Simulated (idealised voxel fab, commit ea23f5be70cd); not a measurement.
Process module heading - voxel air gaps
The width of the displayed cross-section, cut, is 240 nm; its cells are square, with a size of 5 nm.
Cross-section, as written here: a square-cell grid given band by band from the top down, where a band holds one or more rows of cells. Per band: top height and bottom height in nm, followed by the left-to-right materials and their widths in nm; "all across" marks a single material spanning edge to edge, "blank" marks empty space. For the purposes of this specification, 0 denotes the height below which the wafer in its as-received condition is composed wholly of one material, and the lowermost band, lacking a lower limit, extends downward without end, as expressed in "top 0, no bottom". Graded width ("30 to 40"): value in top row of band = first number; value in bottom row = second number; row-to-row change constant. Where a step carries "left unchanged", the cross-section came out of it unchanged, cell for cell. What "Closed voids list" gives you is every empty space of 8 cells or more that is cut off from the top. Each appears as width x height at distance, with the distance taken from the left edge and width, height and distance all in nm. What comes after the settings on a step's line is commentary from the simulator itself on that step. You can add "overlay nm" to a step's line. For a step with a mask, it describes how far the mask lay to the right of its planned position, and a negative number describes a lay to the left.
-- These are the steps we planned for the process
1: RECEIVE (material Si)
2: CONFORMAL_DEP (material SiO2; thk nm 15)
3: CONFORMAL_DEP (material SiCN; thk nm 5)
4: DIRECTIONAL_DEP (material SiO2; thk nm 40)
5: DIRECTIONAL_DEP (material aC; thk nm 10)
6: PATTERN (tone open; mask id LINES; material resist; width nm 25; pitch nm 50; thk nm 30; overlay nm 0)
7: DIRECTIONAL_ETCH (etch materials aC; depth nm 10)
8: STRIP (etch materials resist)
9: DIRECTIONAL_ETCH (etch materials SiO2; depth nm 40)
10: STRIP (etch materials aC)
11: CONFORMAL_DEP (material TiN; thk nm 5)
12: FILL_DEP (material Ru; thk nm 5)
13: CMP (height nm 60)
14: EPI (material Ru; thk nm 10)
15: SELECTIVE_ETCH (etch materials SiO2; depth nm 50)
16: CONFORMAL_DEP (material SiCN; thk nm 5)
-- Cross-section: wafer on arrival = after step 1
top 0, no bottom | Si all across
Closed voids list: none
-- Same starting wafer, same plan as above, one mistake in the execution; this is the cross-section at the end of the module
top 75, bottom 70 | SiCN all across
top 70, bottom 60 | Ru all across
top 60, bottom 55 | TiN: 60; Ru: 15; TiN: 35; Ru: 15; TiN: 35; Ru: 15; TiN: 65
top 55, bottom 20 | SiO2: 55; TiN: 5; Ru: 15; TiN: 5; SiO2: 25; TiN: 5; Ru: 15; TiN: 5; SiO2: 25; TiN: 5; Ru: 15; TiN: 5; SiO2: 60
top 20, bottom 15 | SiO2: 55; TiN: 25; SiO2: 25; TiN: 25; SiO2: 25; TiN: 25; SiO2: 60
top 15, bottom 0 | SiO2 all across
top 0, no bottom | Si all across
Closed voids list: none
The mistake made against the process plan was this: step 3 of the plan never got run, it was skipped over
